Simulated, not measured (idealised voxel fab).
process module | voxel released beams
cross-section cut | 260 nm wide | cells 5 nm
A cross-section is a grid of square cells, given in bands from the top down. A band is one or more rows of cells.
Each band's line starts with the height of the band's top and of its bottom, in nm. Then come its materials from left to right, each with its width in nm. One material with "throughout" fills the band from edge to edge. "air" is empty space.
Height 0 is the level under which the wafer as received is all one material. The lowest band goes on downwards, as in "0 down".
A width such as "30 to 40" changes by the same amount from each row of cells to the next, from the band's top row to its bottom row.
"no change" after a step means that no cell of the cross-section changed.
closed voids: empty space of 8 cells or more with no open way to the top, each as width x height at its distance from the left edge, in nm
after a step's settings: what the simulator itself notes on the step
overlay nm, on a step with a mask: how far to the right of its planned place the mask lay; to the left if negative
plan
1 op RECEIVE | material Si
2 op CONFORMAL_DEP | material Al2O3 | thk nm 5
3 op DIRECTIONAL_DEP | material SiO2 | thk nm 10
4 op PATTERN | tone open | mask id ANCHOR | material resist | width nm 35 | thk nm 20 | overlay nm 0
5 op DIRECTIONAL_ETCH | etch materials SiO2 | depth nm 10
6 op STRIP | etch materials resist
7 op CONFORMAL_DEP | material SiN | thk nm 10
8 op DIRECTIONAL_DEP | material aC | thk nm 15
9 op PATTERN | tone cover | mask id BEAM | material resist | width nm 90 | thk nm 35 | overlay nm 0
10 op DIRECTIONAL_ETCH | etch materials aC | depth nm 15
11 op STRIP | etch materials resist
12 op DIRECTIONAL_ETCH | etch materials SiN | depth nm 10
13 op STRIP | etch materials aC
14 op STRIP | etch materials SiO2
as received, after step 1
  0 down: Si throughout
  closed voids: none
first wafer at the end, as planned
  25 to 15: air 80 | SiN 15 | air 15 | SiN 60 | air 90
  15 to 5: air 85 | SiN 35 | air 140
  5 to 0: Al2O3 throughout
  0 down: Si throughout
  closed voids: none
second wafer at the end: like start, like plan, one mistake
  20 to 10: air 80 to 85 | SiN 10 to 5 | air 25 | SiN 55 to 5 | air 90 to 140
  10 to 5: air 85 | SiN 35 | air 140
  5 to 0: Al2O3 throughout
  0 down: Si throughout
  closed voids: none
what went wrong: step 7 ran as: op CONFORMAL_DEP | material SiN | thk nm 5
at the end the second wafer has, in cells: 22 fewer of SiN
